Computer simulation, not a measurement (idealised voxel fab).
process module | voxel wiring stack
cross-section cut | 195 nm wide | cells 5 nm
A cross-section is a grid of square cells, given in bands from the top down. A band is one or more rows of cells.
Each band's line starts with the height of the band's top and of its bottom, in nm. Then come its materials from left to right, each with its width in nm. One material with "throughout" fills the band from edge to edge. "air" is empty space.
Height 0 is the level under which the wafer as received is all one material. The lowest band goes on downwards, as in "0 down".
A width such as "30 to 40" changes by the same amount from each row of cells to the next, from the band's top row to its bottom row.
"no change" after a step means that no cell of the cross-section changed.
closed voids: empty space of 8 cells or more with no open way to the top, each as width x height at its distance from the left edge, in nm
after a step's settings: what the simulator itself notes on the step
overlay nm, on a step with a mask: how far to the right of its planned place the mask lay; to the left if negative
plan
1 op RECEIVE | material Si
2 op CONFORMAL_DEP | material SiO2 | thk nm 15
3 op CONFORMAL_DEP | material SiN | thk nm 5
4 op DIRECTIONAL_DEP | material lowk | thk nm 15
5 op PATTERN | tone open | mask id METAL_1 | material resist | width nm 30 | pitch nm 45 | thk nm 15 | overlay nm 0
6 op DIRECTIONAL_ETCH | etch materials lowk | depth nm 15
7 op DIRECTIONAL_ETCH | etch materials SiN | depth nm 5
8 op STRIP | etch materials resist
9 op CONFORMAL_DEP | material TiN | thk nm 5
10 op FILL_DEP | material Cu | thk nm 10
11 op CMP | height nm 35
12 op EPI | material Ru | thk nm 5
13 op FILL_DEP | material SiCN | thk nm 5
14 op DIRECTIONAL_DEP | material lowk | thk nm 15
15 op PATTERN | tone open | mask id PLUG_1 | material resist | width nm 15 | pitch nm 45 | thk nm 15 | overlay nm 0
16 op DIRECTIONAL_ETCH | etch materials lowk | depth nm 15
17 op DIRECTIONAL_ETCH | etch materials SiCN | depth nm 5
18 op STRIP | etch materials resist
19 op EPI | material Ru | thk nm 10
20 op EPI | material Ru | thk nm 10
21 op DIRECTIONAL_DEP | material TiN | thk nm 5
22 op DIRECTIONAL_DEP | material Ru | thk nm 20
23 op MASKED_ETCH | tone cover | mask id METAL_2 | width nm 30 | pitch nm 45 | etch materials Ru | depth nm 20 | overlay nm 0
24 op MASKED_ETCH | tone cover | mask id METAL_2 | width nm 30 | pitch nm 45 | etch materials TiN | depth nm 5 | overlay nm 0
25 op FILL_DEP | material SiO2 | thk nm 5
26 op CMP | height nm 85
27 op CONFORMAL_DEP | material SiCN | thk nm 5
28 op DIRECTIONAL_DEP | material SiO2 | thk nm 30
29 op PATTERN | tone open | mask id METAL_3 | material resist | width nm 30 | pitch nm 45 | thk nm 15 | overlay nm 0
30 op DIRECTIONAL_ETCH | etch materials SiO2 | depth nm 20
31 op STRIP | etch materials resist
32 op PATTERN | tone open | mask id METAL_3_HOLES | material resist | width nm 15 | pitch nm 90 | thk nm 15 | overlay nm 0
33 op DIRECTIONAL_ETCH | etch materials SiO2 | depth nm 10
34 op DIRECTIONAL_ETCH | etch materials SiCN | depth nm 5
35 op STRIP | etch materials resist
36 op CONFORMAL_DEP | material TiN | thk nm 5
37 op FILL_DEP | material Cu | thk nm 10
38 op CMP | height nm 120
39 op CONFORMAL_DEP | material SiCN | thk nm 5
as received, after step 1
  0 down: Si throughout
  closed voids: none
first wafer at the end, as planned
  125 to 120: SiCN throughout
  120 to 105: SiO2 15 | TiN 5 | Cu 20 | TiN 5 | SiO2 15 | TiN 5 | Cu 20 | TiN 5 | SiO2 15 | TiN 5 | Cu 20 | TiN 5 | SiO2 15 | TiN 5 | Cu 20 | TiN 5 | SiO2 15
  105 to 100: SiO2 15 | TiN 5 | Cu 5 | TiN 20 | SiO2 15 | TiN 30 | SiO2 15 | TiN 5 | Cu 5 | TiN 20 | SiO2 15 | TiN 30 | SiO2 15
  100 to 90: SiO2 15 | TiN 5 | Cu 5 | TiN 5 | SiO2 75 | TiN 5 | Cu 5 | TiN 5 | SiO2 75
  90 to 85: SiCN 15 | TiN 15 | SiCN 75 | TiN 15 | SiCN 75
  85 to 65: SiO2 15 | Ru 30 | SiO2 15 | Ru 30 | SiO2 15 | Ru 30 | SiO2 15 | Ru 30 | SiO2 15
  65 to 60: SiO2 15 | TiN 30 | SiO2 15 | TiN 30 | SiO2 15 | TiN 30 | SiO2 15 | TiN 30 | SiO2 15
  60 to 45: lowk 15 | Ru 15 | lowk 30 | Ru 15 | lowk 30 | Ru 15 | lowk 30 | Ru 15 | lowk 30
  45 to 35: SiCN 15 to 10 | Ru 15 to 40 | SiCN 30 to 5 | Ru 15 to 40 | SiCN 30 to 5 | Ru 15 to 40 | SiCN 30 to 5 | Ru 15 to 40 | SiCN 30 to 10
  35 to 20: lowk 15 | TiN 5 | Cu 20 | TiN 5 | lowk 15 | TiN 5 | Cu 20 | TiN 5 | lowk 15 | TiN 5 | Cu 20 | TiN 5 | lowk 15 | TiN 5 | Cu 20 | TiN 5 | lowk 15
  20 to 15: SiN 15 | TiN 30 | SiN 15 | TiN 30 | SiN 15 | TiN 30 | SiN 15 | TiN 30 | SiN 15
  15 to 0: SiO2 throughout
  0 down: Si throughout
  closed voids: none
second wafer at the end: like start, like plan, one mistake
  125 to 120: SiCN throughout
  120 to 105: SiO2 15 | TiN 5 | Cu 20 | TiN 5 | SiO2 15 | TiN 5 | Cu 20 | TiN 5 | SiO2 15 | TiN 5 | Cu 20 | TiN 5 | SiO2 15 | TiN 5 | Cu 20 | TiN 5 | SiO2 15
  105 to 100: SiO2 15 | TiN 5 | Cu 5 | TiN 20 | SiO2 15 | TiN 30 | SiO2 15 | TiN 5 | Cu 5 | TiN 20 | SiO2 15 | TiN 30 | SiO2 15
  100 to 90: SiO2 15 | TiN 5 | Cu 5 | TiN 5 | SiO2 75 | TiN 5 | Cu 5 | TiN 5 | SiO2 75
  90 to 85: SiCN 15 | TiN 15 | SiCN 75 | TiN 15 | SiCN 75
  85 to 65: SiO2 15 | Ru 30 | SiO2 15 | Ru 30 | SiO2 15 | Ru 30 | SiO2 15 | Ru 30 | SiO2 15
  65 to 60: SiO2 15 | TiN 30 | SiO2 15 | TiN 30 | SiO2 15 | TiN 30 | SiO2 15 | TiN 30 | SiO2 15
  60 to 45: lowk 20 | Ru 15 | lowk 30 | Ru 15 | lowk 30 | Ru 15 | lowk 30 | Ru 15 | lowk 25
  45 to 35: SiCN 20 to 10 | Ru 15 to 40 | SiCN 30 to 5 | Ru 15 to 40 | SiCN 30 to 5 | Ru 15 to 40 | SiCN 30 to 5 | Ru 15 to 40 | SiCN 25 to 10
  35 to 20: lowk 15 | TiN 5 | Cu 20 | TiN 5 | lowk 15 | TiN 5 | Cu 20 | TiN 5 | lowk 15 | TiN 5 | Cu 20 | TiN 5 | lowk 15 | TiN 5 | Cu 20 | TiN 5 | lowk 15
  20 to 15: SiN 15 | TiN 30 | SiN 15 | TiN 30 | SiN 15 | TiN 30 | SiN 15 | TiN 30 | SiN 15
  15 to 0: SiO2 throughout
  0 down: Si throughout
  closed voids: none
what went wrong: step 15 ran as: op PATTERN | tone open | mask id PLUG_1 | material resist | width nm 15 | pitch nm 45 | thk nm 15 | overlay nm 5
at the end the second wafer has, in cells: as many of each material as the first, in other places
